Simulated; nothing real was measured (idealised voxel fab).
process module | voxel self aligned vias
cross-section cut | 285 nm wide | cells 5 nm
A cross-section is a grid of square cells, given in bands from the top down. A band is one or more rows of cells.
Each band's line starts with the height of the band's top and of its bottom, in nm. Then come its materials from left to right, each with its width in nm. One material with "throughout" fills the band from edge to edge. "air" is empty space.
Height 0 is the level under which the wafer as received is all one material. The lowest band goes on downwards, as in "0 down".
A width such as "30 to 40" changes by the same amount from each row of cells to the next, from the band's top row to its bottom row.
"no change" after a step means that no cell of the cross-section changed.
closed voids: empty space of 8 cells or more with no open way to the top, each as width x height at its distance from the left edge, in nm
after a step's settings: what the simulator itself notes on the step
overlay nm, on a step with a mask: how far to the right of its planned place the mask lay; to the left if negative
plan
1 op RECEIVE | material Si
2 op CONFORMAL_DEP | material SiO2 | thk nm 10
3 op CONFORMAL_DEP | material SiCN | thk nm 5
4 op DIRECTIONAL_DEP | material lowk | thk nm 25
5 op PATTERN | tone open | mask id LINES | material resist | width nm 25 | pitch nm 70 | thk nm 15 | overlay nm 0
6 op DIRECTIONAL_ETCH | etch materials lowk | depth nm 25
7 op STRIP | etch materials resist
8 op CONFORMAL_DEP | material TiN | thk nm 5
9 op FILL_DEP | material Ru | thk nm 10
10 op CMP | height nm 40
11 op SELECTIVE_ETCH | etch materials W Ru TiN | depth nm 5
12 op FILL_DEP | material SiN | thk nm 10
13 op CMP | height nm 40
14 op DIRECTIONAL_DEP | material lowk | thk nm 20
15 op DIRECTIONAL_DEP | material aC | thk nm 15
16 op PATTERN | tone open | mask id VIAS | material resist | width nm 45 | pitch nm 70 | thk nm 30 | overlay nm 0
17 op DIRECTIONAL_ETCH | etch materials aC | depth nm 15
18 op STRIP | etch materials resist
19 op DIRECTIONAL_ETCH | etch materials lowk | depth nm 20
20 op DIRECTIONAL_ETCH | etch materials SiN | depth nm 5
21 op STRIP | etch materials aC
22 op CONFORMAL_DEP | material TiN | thk nm 5
23 op FILL_DEP | material Cu | thk nm 10
24 op CMP | height nm 60
25 op CONFORMAL_DEP | material SiCN | thk nm 5
first wafer, as planned
as received, after step 1
  0 down: Si throughout
  closed voids: none
after step 2
  10 to 0: SiO2 throughout
  below 0: unchanged
after step 3
  15 to 10: SiCN throughout
  below 10: unchanged
after step 4
  40 to 15: lowk throughout
  below 15: unchanged
after step 5
  55 to 40: resist 95 | air 25 | resist 45 | air 25 | resist 95
  below 40: unchanged
after step 6
  55 to 40: resist 95 | air 25 | resist 45 | air 25 | resist 95
  40 to 15: lowk 95 | air 25 | lowk 45 | air 25 | lowk 95
  below 15: unchanged
after step 7
  40 to 15: lowk 95 | air 25 | lowk 45 | air 25 | lowk 95
  below 15: unchanged
after step 8
  45 to 40: TiN 100 | air 15 | TiN 55 | air 15 | TiN 100
  40 to 20: lowk 95 | TiN 5 | air 15 | TiN 5 | lowk 45 | TiN 5 | air 15 | TiN 5 | lowk 95
  20 to 15: lowk 95 | TiN 25 | lowk 45 | TiN 25 | lowk 95
  below 15: unchanged
after step 9
  55 to 45: Ru throughout
  45 to 40: TiN 100 | Ru 15 | TiN 55 | Ru 15 | TiN 100
  40 to 20: lowk 95 | TiN 5 | Ru 15 | TiN 5 | lowk 45 | TiN 5 | Ru 15 | TiN 5 | lowk 95
  below 20: unchanged
after step 10
  40 to 20: lowk 95 | TiN 5 | Ru 15 | TiN 5 | lowk 45 | TiN 5 | Ru 15 | TiN 5 | lowk 95
  below 20: unchanged
after step 11
  40 to 35: lowk 95 | air 25 | lowk 45 | air 25 | lowk 95
  below 35: unchanged
after step 12
  50 to 40: SiN throughout
  40 to 35: lowk 95 | SiN 25 | lowk 45 | SiN 25 | lowk 95
  below 35: unchanged
after step 13
  40 to 35: lowk 95 | SiN 25 | lowk 45 | SiN 25 | lowk 95
  below 35: unchanged
after step 14
  60 to 40: lowk throughout
  below 40: unchanged
after step 15
  75 to 60: aC throughout
  below 60: unchanged
after step 16
  105 to 75: resist 85 | air 45 | resist 25 | air 45 | resist 85
  below 75: unchanged
after step 17
  90 to 75: resist 85 | air 45 | resist 25 | air 45 | resist 85
  75 to 60: aC 85 | air 45 | aC 25 | air 45 | aC 85
  below 60: unchanged
after step 18
  75 to 60: aC 85 | air 45 | aC 25 | air 45 | aC 85
  below 60: unchanged
after step 19
  75 to 60: aC 85 | air 45 | aC 25 | air 45 | aC 85
  60 to 40: lowk 85 | air 45 | lowk 25 | air 45 | lowk 85
  below 40: unchanged
after step 20
  75 to 60: aC 85 | air 45 | aC 25 | air 45 | aC 85
  60 to 40: lowk 85 | air 45 | lowk 25 | air 45 | lowk 85
  40 to 35: lowk 95 | air 25 | lowk 45 | air 25 | lowk 95
  below 35: unchanged
after step 21
  60 to 40: lowk 85 | air 45 | lowk 25 | air 45 | lowk 85
  below 40: unchanged
after step 22
  65 to 60: TiN 90 | air 35 | TiN 35 | air 35 | TiN 90
  60 to 45: lowk 85 | TiN 5 | air 35 | TiN 5 | lowk 25 | TiN 5 | air 35 | TiN 5 | lowk 85
  45 to 40: lowk 85 | TiN 15 | air 15 | TiN 15 | lowk 25 | TiN 15 | air 15 | TiN 15 | lowk 85
  40 to 35: lowk 95 | TiN 25 | lowk 45 | TiN 25 | lowk 95
  below 35: unchanged
after step 23
  75 to 65: Cu throughout
  65 to 60: TiN 90 | Cu 35 | TiN 35 | Cu 35 | TiN 90
  60 to 45: lowk 85 | TiN 5 | Cu 35 | TiN 5 | lowk 25 | TiN 5 | Cu 35 | TiN 5 | lowk 85
  45 to 40: lowk 85 | TiN 15 | Cu 15 | TiN 15 | lowk 25 | TiN 15 | Cu 15 | TiN 15 | lowk 85
  below 40: unchanged
after step 24
  60 to 45: lowk 85 | TiN 5 | Cu 35 | TiN 5 | lowk 25 | TiN 5 | Cu 35 | TiN 5 | lowk 85
  below 45: unchanged
after step 25
  65 to 60: SiCN throughout
  below 60: unchanged
second wafer: like start, like plan, one mistake. Through step 18 it matches the first wafer
when step 19 should have ended
  75 to 60: aC 85 | air 45 | aC 25 | air 45 | aC 85
  60 to 40: lowk 85 | air 45 | lowk 25 | air 45 | lowk 85
  40 to 35: lowk 85 | air 10 | SiN 25 | air 10 | lowk 25 | air 10 | SiN 25 | air 10 | lowk 85
  35 to 20: lowk 85 | air 10 | TiN 5 | Ru 15 | TiN 5 | air 10 | lowk 25 | air 10 | TiN 5 | Ru 15 | TiN 5 | air 10 | lowk 85
  below 20: unchanged
when step 20 should have ended
  75 to 60: aC 85 | air 45 | aC 25 | air 45 | aC 85
  60 to 35: lowk 85 | air 45 | lowk 25 | air 45 | lowk 85
  below 35: unchanged
when step 21 should have ended
  60 to 35: lowk 85 | air 45 | lowk 25 | air 45 | lowk 85
  below 35: unchanged
when step 22 should have ended
  65 to 60: TiN 90 | air 35 | TiN 35 | air 35 | TiN 90
  60 to 40: lowk 85 | TiN 5 | air 35 | TiN 5 | lowk 25 | TiN 5 | air 35 | TiN 5 | lowk 85
  40 to 35: lowk 85 | TiN 45 | lowk 25 | TiN 45 | lowk 85
  35 to 20: lowk 85 | TiN 15 | Ru 15 | TiN 15 | lowk 25 | TiN 15 | Ru 15 | TiN 15 | lowk 85
  below 20: unchanged
when step 23 should have ended
  75 to 65: Cu throughout
  65 to 60: TiN 90 | Cu 35 | TiN 35 | Cu 35 | TiN 90
  60 to 40: lowk 85 | TiN 5 | Cu 35 | TiN 5 | lowk 25 | TiN 5 | Cu 35 | TiN 5 | lowk 85
  below 40: unchanged
when step 24 should have ended
  60 to 40: lowk 85 | TiN 5 | Cu 35 | TiN 5 | lowk 25 | TiN 5 | Cu 35 | TiN 5 | lowk 85
  below 40: unchanged
when step 25 should have ended
  65 to 60: SiCN throughout
  below 60: unchanged
what went wrong: step 19 was run twice
at the end the second wafer has, in cells: 8 more of Cu | 24 more of TiN | 32 fewer of lowk
